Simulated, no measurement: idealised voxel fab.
voxel quadruple lines: a process module
Each square cell in cross-section cut measures 5 nm, and the section as a whole is 255 nm wide.
Reading order for cross-sections: top band down to bottom band. Underlying form: a grid of square cells. Band size: one or more rows of cells.
Heights first: top, then bottom, in nm. Then materials, left to right, each with a width in nm. "throughout" on a single material: fills the band edge to edge. "air": empty space.
Beneath 0, the wafer as received is one material, and that level is where height counting begins. The lowest band goes on downward without a bottom; it is written like "0 and below".
A width such as "30 to 40" changes by the same amount from each row of cells to the next, from the band's top row to its bottom row.
"nothing was modified" -> step changed no cross-section cell.
"Enclosed void catalog" contains a list of empty spaces, each no smaller than 8 cells and without an open way to the top, written in the form width x height at distance with the distance from the left edge and all three in nm.
Read whatever lies past the settings on a step's line as the simulator's own remark about the step.
What "overlay nm" on a step's line means: if the step has a mask, that mask lay this far to the right of its planned place, or, when the value is negative, to the left.
Process steps (planned):
step 1: RECEIVE with material Si
step 2: CONFORMAL_DEP with material Al2O3, thk nm 10
step 3: DIRECTIONAL_DEP with material W, thk nm 15
step 4: DIRECTIONAL_DEP with material polySi, thk nm 15
step 5: DIRECTIONAL_DEP with material aC, thk nm 20
step 6: PATTERN with tone cover, mask id MANDREL, material resist, width nm 30, thk nm 30, overlay nm 0
step 7: DIRECTIONAL_ETCH with etch materials aC, depth nm 20
step 8: STRIP with etch materials resist
step 9: CONFORMAL_DEP with material SiO2, thk nm 10
step 10: DIRECTIONAL_ETCH with etch materials SiO2, depth nm 10
step 11: STRIP with etch materials aC
step 12: DIRECTIONAL_ETCH with etch materials polySi, depth nm 15
step 13: STRIP with etch materials SiO2
step 14: CONFORMAL_DEP with material SiN, thk nm 10
step 15: DIRECTIONAL_ETCH with etch materials SiN, depth nm 10
step 16: STRIP with etch materials polySi
step 17: DIRECTIONAL_ETCH with etch materials W, depth nm 15
step 18: STRIP with etch materials SiN
The following pertains to the first of two wafers, which was processed as planned:
Wafer as received: cross-section following step 1:
    0 and below = Si throughout
    Enclosed void catalog: none
Cross-section through the wafer, step 2 finished:
    10 down to 0 = Al2O3 throughout
    Whatever lies below 0 is exactly as it was before.
Cross-section through the wafer, step 3 finished:
    25 down to 10 = W throughout
    Whatever lies below 10 is exactly as it was before.
Cross-section through the wafer, step 4 finished:
    40 down to 25 = polySi throughout
    Whatever lies below 25 is exactly as it was before.
Cross-section through the wafer, step 5 finished:
    60 down to 40 = aC throughout
    Whatever lies below 40 is exactly as it was before.
Cross-section through the wafer, step 6 finished:
    90 down to 60 = air=110  resist=30  air=115
    Whatever lies below 60 is exactly as it was before.
Cross-section through the wafer, step 7 finished:
    70 down to 60 = air=110  resist=30  air=115
    60 down to 40 = air=110  aC=30  air=115
    Whatever lies below 40 is exactly as it was before.
Cross-section through the wafer, step 8 finished:
    60 down to 40 = air=110  aC=30  air=115
    Whatever lies below 40 is exactly as it was before.
Cross-section through the wafer, step 9 finished:
    70 down to 60 = air=100  SiO2=50  air=105
    60 down to 50 = air=100  SiO2=10  aC=30  SiO2=10  air=105
    50 down to 40 = SiO2=110  aC=30  SiO2=115
    Whatever lies below 40 is exactly as it was before.
Cross-section through the wafer, step 10 finished:
    60 down to 40 = air=100  SiO2=10  aC=30  SiO2=10  air=105
    Whatever lies below 40 is exactly as it was before.
Cross-section through the wafer, step 11 finished:
    60 down to 40 = air=100  SiO2=10  air=30  SiO2=10  air=105
    Whatever lies below 40 is exactly as it was before.
Cross-section through the wafer, step 12 finished:
    60 down to 40 = air=100  SiO2=10  air=30  SiO2=10  air=105
    40 down to 25 = air=100  polySi=10  air=30  polySi=10  air=105
    Whatever lies below 25 is exactly as it was before.
Cross-section through the wafer, step 13 finished:
    40 down to 25 = air=100  polySi=10  air=30  polySi=10  air=105
    Whatever lies below 25 is exactly as it was before.
Cross-section through the wafer, step 14 finished:
    50 down to 40 = air=90  SiN=30  air=10  SiN=30  air=95
    40 down to 35 = air=90  SiN=10  polySi=10  SiN=10  air=10  SiN=10  polySi=10  SiN=10  air=95
    35 down to 25 = SiN=100  polySi=10  SiN=30  polySi=10  SiN=105
    Whatever lies below 25 is exactly as it was before.
Cross-section through the wafer, step 15 finished:
    40 down to 25 = air=90  SiN=10  polySi=10  SiN=10  air=10  SiN=10  polySi=10  SiN=10  air=95
    Whatever lies below 25 is exactly as it was before.
Cross-section through the wafer, step 16 finished:
    40 down to 25 = air=90  SiN=10  air=10  SiN=10  air=10  SiN=10  air=10  SiN=10  air=95
    Whatever lies below 25 is exactly as it was before.
Cross-section through the wafer, step 17 finished:
    40 down to 25 = air=90  SiN=10  air=10  SiN=10  air=10  SiN=10  air=10  SiN=10  air=95
    25 down to 10 = air=90  W=10  air=10  W=10  air=10  W=10  air=10  W=10  air=95
    Whatever lies below 10 is exactly as it was before.
Cross-section through the wafer, step 18 finished:
    25 down to 10 = air=90  W=10  air=10  W=10  air=10  W=10  air=10  W=10  air=95
    Whatever lies below 10 is exactly as it was before.
Wafer two. Identical start, identical plan. One mistake in execution. Identical history through step 1:
The second wafer cut through, at the time step 2 was supposed to be finished:
    15 down to 0 = Al2O3 throughout
    Whatever lies below 0 is exactly as it was before.
The second wafer cut through, at the time step 3 was supposed to be finished:
    30 down to 15 = W throughout
    Whatever lies below 15 is exactly as it was before.
The second wafer cut through, at the time step 4 was supposed to be finished:
    45 down to 30 = polySi throughout
    Whatever lies below 30 is exactly as it was before.
The second wafer cut through, at the time step 5 was supposed to be finished:
    65 down to 45 = aC throughout
    Whatever lies below 45 is exactly as it was before.
The second wafer cut through, at the time step 6 was supposed to be finished:
    95 down to 65 = air=110  resist=30  air=115
    Whatever lies below 65 is exactly as it was before.
The second wafer cut through, at the time step 7 was supposed to be finished:
    75 down to 65 = air=110  resist=30  air=115
    65 down to 45 = air=110  aC=30  air=115
    Whatever lies below 45 is exactly as it was before.
The second wafer cut through, at the time step 8 was supposed to be finished:
    65 down to 45 = air=110  aC=30  air=115
    Whatever lies below 45 is exactly as it was before.
The second wafer cut through, at the time step 9 was supposed to be finished:
    75 down to 65 = air=100  SiO2=50  air=105
    65 down to 55 = air=100  SiO2=10  aC=30  SiO2=10  air=105
    55 down to 45 = SiO2=110  aC=30  SiO2=115
    Whatever lies below 45 is exactly as it was before.
The second wafer cut through, at the time step 10 was supposed to be finished:
    65 down to 45 = air=100  SiO2=10  aC=30  SiO2=10  air=105
    Whatever lies below 45 is exactly as it was before.
The second wafer cut through, at the time step 11 was supposed to be finished:
    65 down to 45 = air=100  SiO2=10  air=30  SiO2=10  air=105
    Whatever lies below 45 is exactly as it was before.
The second wafer cut through, at the time step 12 was supposed to be finished:
    65 down to 45 = air=100  SiO2=10  air=30  SiO2=10  air=105
    45 down to 30 = air=100  polySi=10  air=30  polySi=10  air=105
    Whatever lies below 30 is exactly as it was before.
The second wafer cut through, at the time step 13 was supposed to be finished:
    45 down to 30 = air=100  polySi=10  air=30  polySi=10  air=105
    Whatever lies below 30 is exactly as it was before.
The second wafer cut through, at the time step 14 was supposed to be finished:
    55 down to 45 = air=90  SiN=30  air=10  SiN=30  air=95
    45 down to 40 = air=90  SiN=10  polySi=10  SiN=10  air=10  SiN=10  polySi=10  SiN=10  air=95
    40 down to 30 = SiN=100  polySi=10  SiN=30  polySi=10  SiN=105
    Whatever lies below 30 is exactly as it was before.
The second wafer cut through, at the time step 15 was supposed to be finished:
    45 down to 30 = air=90  SiN=10  polySi=10  SiN=10  air=10  SiN=10  polySi=10  SiN=10  air=95
    Whatever lies below 30 is exactly as it was before.
The second wafer cut through, at the time step 16 was supposed to be finished:
    45 down to 30 = air=90  SiN=10  air=10  SiN=10  air=10  SiN=10  air=10  SiN=10  air=95
    Whatever lies below 30 is exactly as it was before.
The second wafer cut through, at the time step 17 was supposed to be finished:
    45 down to 30 = air=90  SiN=10  air=10  SiN=10  air=10  SiN=10  air=10  SiN=10  air=95
    30 down to 15 = air=90  W=10  air=10  W=10  air=10  W=10  air=10  W=10  air=95
    Whatever lies below 15 is exactly as it was before.
The second wafer cut through, at the time step 18 was supposed to be finished:
    30 down to 15 = air=90  W=10  air=10  W=10  air=10  W=10  air=10  W=10  air=95
    Whatever lies below 15 is exactly as it was before.
What broke from the plan during processing? step 2: run off-plan, actual operation and settings CONFORMAL_DEP with material Al2O3, thk nm 15
Final wafer comparison in cells, second versus first, more or fewer per material: +51 Al2O3
